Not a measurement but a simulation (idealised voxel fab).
The following process module bears the name voxel ribs on slabs.
Shown is cross-section cut, with a width of 200 nm and square cells of size 5 nm.
Each cross-section below is a grid of square cells, stated as bands in top-down order, with one or more rows of cells making up each band. Per band: top height and bottom height in nm, followed by the left-to-right materials and their widths in nm; "everywhere" marks a single material spanning edge to edge, "blank" marks empty space. All heights in this document are referenced to 0, defined as the level beneath which the wafer, as received, consists entirely of one material. The lowest band is not bounded below; it extends indefinitely downward and is written in the form "from 0 down". When a width is written as two numbers, as in "30 to 40", the first number is the width in the top row of cells of the band and the second is the width in its bottom row, and the width changes by the same amount from each row to the next. You'll sometimes find "no modifications" written for a step, and that's the way of saying that nowhere in the cross-section did a cell change during that step. Listed in "Closed void entries": every empty space of 8 or more cells without an open way to the top. Form: width x height at distance, the distance being from the left edge, all in nm. Anything after a step's settings on that line? It's the simulator's own note about the step. A step's line can hold "overlay nm"; with a mask on that step, the setting says how far right of the planned place the mask lay, while a negative setting says it lay to the left.
**The planned process steps are enumerated hereunder**
1) RECEIVE, material Si
2) DIRECTIONAL_DEP, material SiO2, thk nm 25
3) DIRECTIONAL_DEP, material polySi, thk nm 20
4) PATTERN, tone cover, mask id RIB, material resist, width nm 15, thk nm 15, overlay nm 0
5) DIRECTIONAL_ETCH, etch materials polySi, depth nm 15
6) STRIP, etch materials resist
7) PATTERN, tone cover, mask id SLAB, material resist, width nm 45, thk nm 20, overlay nm 0
8) DIRECTIONAL_ETCH, etch materials polySi, depth nm 10
9) STRIP, etch materials resist
10) FILL_DEP, material SiO2, thk nm 25
11) CMP, height nm 70
12) DIRECTIONAL_DEP, material W, thk nm 5
13) DIRECTIONAL_DEP, material aC, thk nm 10
14) PATTERN, tone cover, mask id HEATER, material resist, width nm 25, thk nm 25, overlay nm 0
15) DIRECTIONAL_ETCH, etch materials aC, depth nm 10
16) STRIP, etch materials resist
17) DIRECTIONAL_ETCH, etch materials W, depth nm 5
18) STRIP, etch materials aC
19) CONFORMAL_DEP, material SiN, thk nm 5
The value of thk nm given for step 3 in the plan refers to the first wafer; the wafers vary in this setting and are alike at the start.
**Cross-section of the first of several wafers on receipt, reflecting completion of step 1**
  from 0 down  Si everywhere
  Closed void entries: none
**Last step of the module is step 19; after it, the first of several wafers in cross-section**
  from 80 to 75  blank=80 / SiN=35 / blank=85
  from 75 to 70  SiN=85 / W=25 / SiN=90
  from 70 to 45  SiO2 everywhere
  from 45 to 30  SiO2=90 / polySi=15 / SiO2=95
  from 30 to 25  SiO2=75 / polySi=45 / SiO2=80
  from 25 to 0  SiO2 everywhere
  from 0 down  Si everywhere
  Closed void entries: none
**Cross-section of the final wafer among several, taken at the end of the module**
  from 80 to 75  blank=80 / SiN=35 / blank=85
  from 75 to 70  SiN=85 / W=25 / SiN=90
  from 70 to 65  SiO2 everywhere
  from 65 to 50  SiO2=90 / polySi=15 / SiO2=95
  from 50 to 40  SiO2=75 / polySi=45 / SiO2=80
  from 40 to 25  polySi everywhere
  from 25 to 0  SiO2 everywhere
  from 0 down  Si everywhere
  Closed void entries: none
**each wafer at the end: cells of each material gained (+) or lost (-) since it was received, then its closed voids**
thk nm 20 | +42 SiN | +542 SiO2 | +5 W | +18 polySi | Closed void entries: none
thk nm 25 | +42 SiN | +533 SiO2 | +5 W | +27 polySi | Closed void entries: none
thk nm 30 | +42 SiN | +493 SiO2 | +5 W | +67 polySi | Closed void entries: none
thk nm 35 | +42 SiN | +453 SiO2 | +5 W | +107 polySi | Closed void entries: none
thk nm 40 | +42 SiN | +413 SiO2 | +5 W | +147 polySi | Closed void entries: none
